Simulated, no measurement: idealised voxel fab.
Process module heading - voxel capacitor over wiring
This is section cut - it's 250 nm across, gridded in 5 nm square cells.
A cross-section is written here as square cells arranged in a grid, and it is given in bands from the top down, each band taking up one or more rows of cells. Heights first: top, then bottom, in nm. Then materials, left to right, each with a width in nm. "everywhere" on a single material: fills the band edge to edge. "air": empty space. Height datum 0, below which the as-received substrate wafer is one material. Lowest band open at the bottom, running downward: "0 and below". Graded width ("30->40"): value in top row of band = first number; value in bottom row = second number; row-to-row change constant. It should be understood that the words "all unchanged", when stated for a given step, signify that the cross-section underwent no change in any of its cells during that step. The entry "Enclosed internal voids" lists the empty spaces that cover at least 8 cells and have no open path to the top. Each is written as width x height at distance, where the distance is measured from the left edge and all three values are in nm. On a step's line, text after the settings is the simulator commenting on that step. overlay nm: on a step with a mask, how far right of its planned place the mask lay; negative means left.
[Here's what the planned process steps look like]
| 1 | RECEIVE with material Si |
| 2 | CONFORMAL_DEP with material SiO2, thk nm 15 |
| 3 | CONFORMAL_DEP with material SiCN, thk nm 5 |
| 4 | DIRECTIONAL_DEP with material lowk, thk nm 15 |
| 5 | DIRECTIONAL_DEP with material aC, thk nm 15 |
| 6 | PATTERN with tone open, mask id METAL_1, material resist, width nm 30, pitch nm 90, thk nm 30, overlay nm 0 |
| 7 | DIRECTIONAL_ETCH with etch materials aC, depth nm 15 |
| 8 | STRIP with etch materials resist |
| 9 | DIRECTIONAL_ETCH with etch materials lowk, depth nm 15 |
| 10 | DIRECTIONAL_ETCH with etch materials SiCN, depth nm 5 |
| 11 | STRIP with etch materials aC |
| 12 | CONFORMAL_DEP with material TiN, thk nm 5 |
| 13 | FILL_DEP with material Cu, thk nm 10 |
| 14 | CMP with height nm 35 |
| 15 | CONFORMAL_DEP with material SiCN, thk nm 5 |
| 16 | DIRECTIONAL_DEP with material SiO2, thk nm 15 |
| 17 | MASKED_ETCH with tone open, mask id PLUG_1, width nm 15, etch materials SiO2, depth nm 15, overlay nm 0 |
| 18 | MASKED_ETCH with tone open, mask id PLUG_1, width nm 15, etch materials SiCN, depth nm 5, overlay nm 0 |
| 19 | EPI with material Ru, thk nm 10 |
| 20 | EPI with material Ru, thk nm 10 |
| 21 | DIRECTIONAL_DEP with material TiN, thk nm 10 |
| 22 | DIRECTIONAL_DEP with material Al2O3, thk nm 5 |
| 23 | DIRECTIONAL_DEP with material TiN, thk nm 10 |
| 24 | MASKED_ETCH with tone cover, mask id UPPER_PLATE, width nm 65, etch materials TiN, depth nm 10, overlay nm 0 |
| 25 | MASKED_ETCH with tone cover, mask id UPPER_PLATE, width nm 65, etch materials Al2O3, depth nm 5, overlay nm 0 |
| 26 | PATTERN with tone cover, mask id LOWER_PLATE, material resist, width nm 75, thk nm 20, overlay nm 0 |
| 27 | DIRECTIONAL_ETCH with etch materials TiN, depth nm 10 |
| 28 | STRIP with etch materials resist |
| 29 | FILL_DEP with material SiO2, thk nm 15 |
| 30 | CMP with height nm 90 |
| 31 | PATTERN with tone open, mask id PLUG_2, material resist, width nm 15, thk nm 15, overlay nm 0 |
| 32 | DIRECTIONAL_ETCH with etch materials SiO2, depth nm 10 |
| 33 | STRIP with etch materials resist |
| 34 | CONFORMAL_DEP with material TiN, thk nm 5 |
| 35 | FILL_DEP with material Ru, thk nm 5 |
| 36 | CMP with height nm 90 |
| 37 | CONFORMAL_DEP with material SiCN, thk nm 5 |
[Run as planned: first of two wafers]
[Wafer as received: cross-section following step 1]
  0 and below | Si everywhere
  Enclosed internal voids: none
[Cross-sectional representation of the wafer at the conclusion of step 2]
  15 down to 0 | SiO2 everywhere
  Lower than 0, everything is as it was.
[Cross-sectional representation of the wafer at the conclusion of step 3]
  20 down to 15 | SiCN everywhere
  Lower than 15, everything is as it was.
[Cross-sectional representation of the wafer at the conclusion of step 4]
  35 down to 20 | lowk everywhere
  Lower than 20, everything is as it was.
[Cross-sectional representation of the wafer at the conclusion of step 5]
  50 down to 35 | aC everywhere
  Lower than 35, everything is as it was.
[Cross-sectional representation of the wafer at the conclusion of step 6]
  80 down to 50 | resist: 65 / air: 30 / resist: 60 / air: 30 / resist: 65
  Lower than 50, everything is as it was.
[Cross-sectional representation of the wafer at the conclusion of step 7]
  65 down to 50 | resist: 65 / air: 30 / resist: 60 / air: 30 / resist: 65
  50 down to 35 | aC: 65 / air: 30 / aC: 60 / air: 30 / aC: 65
  Lower than 35, everything is as it was.
[Cross-sectional representation of the wafer at the conclusion of step 8]
  50 down to 35 | aC: 65 / air: 30 / aC: 60 / air: 30 / aC: 65
  Lower than 35, everything is as it was.
[Cross-sectional representation of the wafer at the conclusion of step 9]
  50 down to 35 | aC: 65 / air: 30 / aC: 60 / air: 30 / aC: 65
  35 down to 20 | lowk: 65 / air: 30 / lowk: 60 / air: 30 / lowk: 65
  Lower than 20, everything is as it was.
[Cross-sectional representation of the wafer at the conclusion of step 10]
  50 down to 35 | aC: 65 / air: 30 / aC: 60 / air: 30 / aC: 65
  35 down to 20 | lowk: 65 / air: 30 / lowk: 60 / air: 30 / lowk: 65
  20 down to 15 | SiCN: 65 / air: 30 / SiCN: 60 / air: 30 / SiCN: 65
  Lower than 15, everything is as it was.
[Cross-sectional representation of the wafer at the conclusion of step 11]
  35 down to 20 | lowk: 65 / air: 30 / lowk: 60 / air: 30 / lowk: 65
  Lower than 20, everything is as it was.
[Cross-sectional representation of the wafer at the conclusion of step 12]
  40 down to 35 | TiN: 70 / air: 20 / TiN: 70 / air: 20 / TiN: 70
  35 down to 20 | lowk: 65 / TiN: 5 / air: 20 / TiN: 5 / lowk: 60 / TiN: 5 / air: 20 / TiN: 5 / lowk: 65
  20 down to 15 | SiCN: 65 / TiN: 30 / SiCN: 60 / TiN: 30 / SiCN: 65
  Lower than 15, everything is as it was.
[Cross-sectional representation of the wafer at the conclusion of step 13]
  50 down to 40 | Cu everywhere
  40 down to 35 | TiN: 70 / Cu: 20 / TiN: 70 / Cu: 20 / TiN: 70
  35 down to 20 | lowk: 65 / TiN: 5 / Cu: 20 / TiN: 5 / lowk: 60 / TiN: 5 / Cu: 20 / TiN: 5 / lowk: 65
  Lower than 20, everything is as it was.
[Cross-sectional representation of the wafer at the conclusion of step 14]
  35 down to 20 | lowk: 65 / TiN: 5 / Cu: 20 / TiN: 5 / lowk: 60 / TiN: 5 / Cu: 20 / TiN: 5 / lowk: 65
  Lower than 20, everything is as it was.
[Cross-sectional representation of the wafer at the conclusion of step 15]
  40 down to 35 | SiCN everywhere
  Lower than 35, everything is as it was.
[Cross-sectional representation of the wafer at the conclusion of step 16]
  55 down to 40 | SiO2 everywhere
  Lower than 40, everything is as it was.
[Cross-sectional representation of the wafer at the conclusion of step 17]
  55 down to 40 | SiO2: 80 / air: 15 / SiO2: 155
  Lower than 40, everything is as it was.
[Cross-sectional representation of the wafer at the conclusion of step 18]
  55 down to 40 | SiO2: 80 / air: 15 / SiO2: 155
  40 down to 35 | SiCN: 80 / air: 15 / SiCN: 155
  Lower than 35, everything is as it was.
[Cross-sectional representation of the wafer at the conclusion of step 19]
  55 down to 45 | SiO2: 80 / air: 15 / SiO2: 155
  45 down to 40 | SiO2: 80 / Ru: 15 / SiO2: 155
  40 down to 35 | SiCN: 80 / Ru: 15 / SiCN: 155
  Lower than 35, everything is as it was.
[Cross-sectional representation of the wafer at the conclusion of step 20]
  55 down to 40 | SiO2: 80 / Ru: 15 / SiO2: 155
  Lower than 40, everything is as it was.
[Cross-sectional representation of the wafer at the conclusion of step 21]
  65 down to 55 | TiN everywhere
  Lower than 55, everything is as it was.
[Cross-sectional representation of the wafer at the conclusion of step 22]
  70 down to 65 | Al2O3 everywhere
  Lower than 65, everything is as it was.
[Cross-sectional representation of the wafer at the conclusion of step 23]
  80 down to 70 | TiN everywhere
  Lower than 70, everything is as it was.
[Cross-sectional representation of the wafer at the conclusion of step 24]
  80 down to 70 | air: 80 / TiN: 65 / air: 105
  Lower than 70, everything is as it was.
[Cross-sectional representation of the wafer at the conclusion of step 25]
  80 down to 70 | air: 80 / TiN: 65 / air: 105
  70 down to 65 | air: 80 / Al2O3: 65 / air: 105
  Lower than 65, everything is as it was.
[Cross-sectional representation of the wafer at the conclusion of step 26]
  100 down to 80 | air: 75 / resist: 75 / air: 100
  80 down to 70 | air: 75 / resist: 5 / TiN: 65 / resist: 5 / air: 100
  70 down to 65 | air: 75 / resist: 5 / Al2O3: 65 / resist: 5 / air: 100
  Lower than 65, everything is as it was.
[Cross-sectional representation of the wafer at the conclusion of step 27]
  100 down to 80 | air: 75 / resist: 75 / air: 100
  80 down to 70 | air: 75 / resist: 5 / TiN: 65 / resist: 5 / air: 100
  70 down to 65 | air: 75 / resist: 5 / Al2O3: 65 / resist: 5 / air: 100
  65 down to 55 | air: 75 / TiN: 75 / air: 100
  Lower than 55, everything is as it was.
[Cross-sectional representation of the wafer at the conclusion of step 28]
  80 down to 70 | air: 80 / TiN: 65 / air: 105
  70 down to 65 | air: 80 / Al2O3: 65 / air: 105
  Lower than 65, everything is as it was.
[Cross-sectional representation of the wafer at the conclusion of step 29]
  95 down to 80 | SiO2 everywhere
  80 down to 70 | SiO2: 80 / TiN: 65 / SiO2: 105
  70 down to 65 | SiO2: 80 / Al2O3: 65 / SiO2: 105
  65 down to 55 | SiO2: 75 / TiN: 75 / SiO2: 100
  Lower than 55, everything is as it was.
[Cross-sectional representation of the wafer at the conclusion of step 30]
  90 down to 80 | SiO2 everywhere
  Lower than 80, everything is as it was.
[Cross-sectional representation of the wafer at the conclusion of step 31]
  105 down to 90 | resist: 90 / air: 15 / resist: 145
  Lower than 90, everything is as it was.
[Cross-sectional representation of the wafer at the conclusion of step 32]
  105 down to 90 | resist: 90 / air: 15 / resist: 145
  90 down to 80 | SiO2: 90 / air: 15 / SiO2: 145
  Lower than 80, everything is as it was.
[Cross-sectional representation of the wafer at the conclusion of step 33]
  90 down to 80 | SiO2: 90 / air: 15 / SiO2: 145
  Lower than 80, everything is as it was.
[Cross-sectional representation of the wafer at the conclusion of step 34]
  95 down to 90 | TiN: 95 / air: 5 / TiN: 150
  90 down to 85 | SiO2: 90 / TiN: 5 / air: 5 / TiN: 5 / SiO2: 145
  85 down to 80 | SiO2: 90 / TiN: 15 / SiO2: 145
  Lower than 80, everything is as it was.
[Cross-sectional representation of the wafer at the conclusion of step 35]
  100 down to 95 | Ru everywhere
  95 down to 90 | TiN: 95 / Ru: 5 / TiN: 150
  90 down to 85 | SiO2: 90 / TiN: 5 / Ru: 5 / TiN: 5 / SiO2: 145
  Lower than 85, everything is as it was.
[Cross-sectional representation of the wafer at the conclusion of step 36]
  90 down to 85 | SiO2: 90 / TiN: 5 / Ru: 5 / TiN: 5 / SiO2: 145
  Lower than 85, everything is as it was.
[Cross-sectional representation of the wafer at the conclusion of step 37]
  95 down to 90 | SiCN everywhere
  Lower than 90, everything is as it was.
[Wafer two: like wafer one in start and plan, but with one mistake in execution; identical up to and including step 21]
[X-section, second wafer, when step 22 was due to finish]
  75 down to 55 | TiN everywhere
  Lower than 55, everything is as it was.
[X-section, second wafer, when step 23 was due to finish]
  80 down to 75 | Al2O3 everywhere
  Lower than 75, everything is as it was.
X-section, second wafer, when step 24 was due to finish: all unchanged
[X-section, second wafer, when step 25 was due to finish]
  80 down to 75 | air: 80 / Al2O3: 65 / air: 105
  Lower than 75, everything is as it was.
[X-section, second wafer, when step 26 was due to finish]
  100 down to 80 | air: 75 / resist: 75 / air: 100
  80 down to 75 | air: 75 / resist: 5 / Al2O3: 65 / resist: 5 / air: 100
  Lower than 75, everything is as it was.
[X-section, second wafer, when step 27 was due to finish]
  100 down to 80 | air: 75 / resist: 75 / air: 100
  80 down to 75 | air: 75 / resist: 5 / Al2O3: 65 / resist: 5 / air: 100
  75 down to 65 | air: 75 / TiN: 75 / air: 100
  Lower than 65, everything is as it was.
[X-section, second wafer, when step 28 was due to finish]
  80 down to 75 | air: 80 / Al2O3: 65 / air: 105
  Lower than 75, everything is as it was.
[X-section, second wafer, when step 29 was due to finish]
  95 down to 80 | SiO2 everywhere
  80 down to 75 | SiO2: 80 / Al2O3: 65 / SiO2: 105
  75 down to 65 | SiO2: 75 / TiN: 75 / SiO2: 100
  Lower than 65, everything is as it was.
[X-section, second wafer, when step 30 was due to finish]
  90 down to 80 | SiO2 everywhere
  Lower than 80, everything is as it was.
[X-section, second wafer, when step 31 was due to finish]
  105 down to 90 | resist: 90 / air: 15 / resist: 145
  Lower than 90, everything is as it was.
[X-section, second wafer, when step 32 was due to finish]
  105 down to 90 | resist: 90 / air: 15 / resist: 145
  90 down to 80 | SiO2: 90 / air: 15 / SiO2: 145
  Lower than 80, everything is as it was.
[X-section, second wafer, when step 33 was due to finish]
  90 down to 80 | SiO2: 90 / air: 15 / SiO2: 145
  Lower than 80, everything is as it was.
[X-section, second wafer, when step 34 was due to finish]
  95 down to 90 | TiN: 95 / air: 5 / TiN: 150
  90 down to 85 | SiO2: 90 / TiN: 5 / air: 5 / TiN: 5 / SiO2: 145
  85 down to 80 | SiO2: 90 / TiN: 15 / SiO2: 145
  Lower than 80, everything is as it was.
[X-section, second wafer, when step 35 was due to finish]
  100 down to 95 | Ru everywhere
  95 down to 90 | TiN: 95 / Ru: 5 / TiN: 150
  90 down to 85 | SiO2: 90 / TiN: 5 / Ru: 5 / TiN: 5 / SiO2: 145
  Lower than 85, everything is as it was.
[X-section, second wafer, when step 36 was due to finish]
  90 down to 85 | SiO2: 90 / TiN: 5 / Ru: 5 / TiN: 5 / SiO2: 145
  Lower than 85, everything is as it was.
[X-section, second wafer, when step 37 was due to finish]
  95 down to 90 | SiCN everywhere
  Lower than 90, everything is as it was.
Short version of what went wrong: the intended sequence of steps 22 and 23 was reversed during processing, with each occupying the position of the other
At the finish, the second wafer shows more or fewer cells for some materials than the first does: SiO2: 74 fewer, TiN: 74 more
